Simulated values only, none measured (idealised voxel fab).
Process module in this document: voxel self aligned contacts
Square cells of 5 nm make up the cross-section cut, whose width is 300 nm.
Reading order for cross-sections: top band down to bottom band. Underlying form: a grid of square cells. Band size: one or more rows of cells.
Per band: top height and bottom height in nm, followed by the left-to-right materials and their widths in nm; "everywhere" marks a single material spanning edge to edge, "empty" marks empty space.
Heights are reckoned from 0. Under this level, the received wafer is all of one material. The bottommost band is open-ended downward, for example "0 -> down".
Note: "30->40" means the width goes from the first number (top row of the band) to the second number (bottom row) in equal steps per row of cells.
Given "identical to before" for a step, no cell of the cross-section differs between before and after that step.
You'll see "Closed void roster" listing empty spaces that have no way open to the top, as long as they're 8 cells or more; the notation is width x height at distance, where the distance is from the left edge, and all of it is in nm.
If you see something after the settings on a step's line, that's the simulator's own remark about that step.
You can add "overlay nm" to a step's line. For a step with a mask, it describes how far the mask lay to the right of its planned position, and a negative number describes a lay to the left.
## Intended process steps
1. RECEIVE, material Si
2. OXIDIZE, depth nm 5
3. DIRECTIONAL_DEP, material polySi, thk nm 25
4. DIRECTIONAL_DEP, material SiN, thk nm 25
5. PATTERN, tone cover, mask id GATE, material resist, width nm 25, pitch nm 65, thk nm 15, overlay nm 0
6. DIRECTIONAL_ETCH, etch materials SiN, depth nm 25
7. DIRECTIONAL_ETCH, etch materials polySi, depth nm 25
8. STRIP, etch materials resist
9. CONFORMAL_DEP, material SiN, thk nm 10
10. DIRECTIONAL_ETCH, etch materials SiN, depth nm 10
11. FILL_DEP, material SiO2, thk nm 15
12. CMP, height nm 60
13. MASKED_ETCH, tone open, mask id CONTACT, width nm 50, etch materials SiO2, depth nm 65, overlay nm 0
14. CONFORMAL_DEP, material TiN, thk nm 5
15. FILL_DEP, material Ru, thk nm 5
16. CMP, height nm 60
17. CONFORMAL_DEP, material SiCN, thk nm 5
## Incoming wafer, cross-sectional view, post step 1
0 -> down: Si everywhere
Closed void roster: none
## first wafer at the end, as planned
65 -> 60: SiCN everywhere
60 -> 50: 125 nm SiO2, then 5->20 nm TiN, then 40->10 nm Ru, then 5->20 nm TiN, then 125 nm SiO2
50 -> 25: 95 nm SiO2, then 45 nm SiN, then 5 nm TiN, then 10 nm Ru, then 5 nm TiN, then 45 nm SiN, then 95 nm SiO2
25 -> 0: 95 nm SiO2, then 10 nm SiN, then 25 nm polySi, then 10 nm SiN, then 5 nm TiN, then 10 nm Ru, then 5 nm TiN, then 10 nm SiN, then 25 nm polySi, then 10 nm SiN, then 95 nm SiO2
0 -> -5: 140 nm SiO2, then 20 nm TiN, then 140 nm SiO2
-5 -> down: Si everywhere
Closed void roster: none
## Second wafer through the module, sectioned at the end: same beginning and same plan as the first wafer, with one mistake in carrying it out
65 -> 60: SiCN everywhere
60 -> 50: 125 nm SiO2, then 5->20 nm TiN, then 40->10 nm Ru, then 5->20 nm TiN, then 125 nm SiO2
50 -> 25: 95 nm SiO2, then 45 nm SiN, then 5 nm TiN, then 10 nm Ru, then 5 nm TiN, then 45 nm SiN, then 95 nm SiO2
25 -> 20: 140 nm SiO2, then 20 nm TiN, then 140 nm SiO2
20 -> 0: polySi everywhere
0 -> down: Si everywhere
Closed void roster: none
Processing error: swap of plan steps 2 and 3 during execution
The final cell counts differ between the wafers, with the second having more or fewer of some materials than the first: Ru: 10 fewer; Si: 60 more; SiN: 40 fewer; SiO2: 190 fewer; TiN: 10 fewer; polySi: 190 more
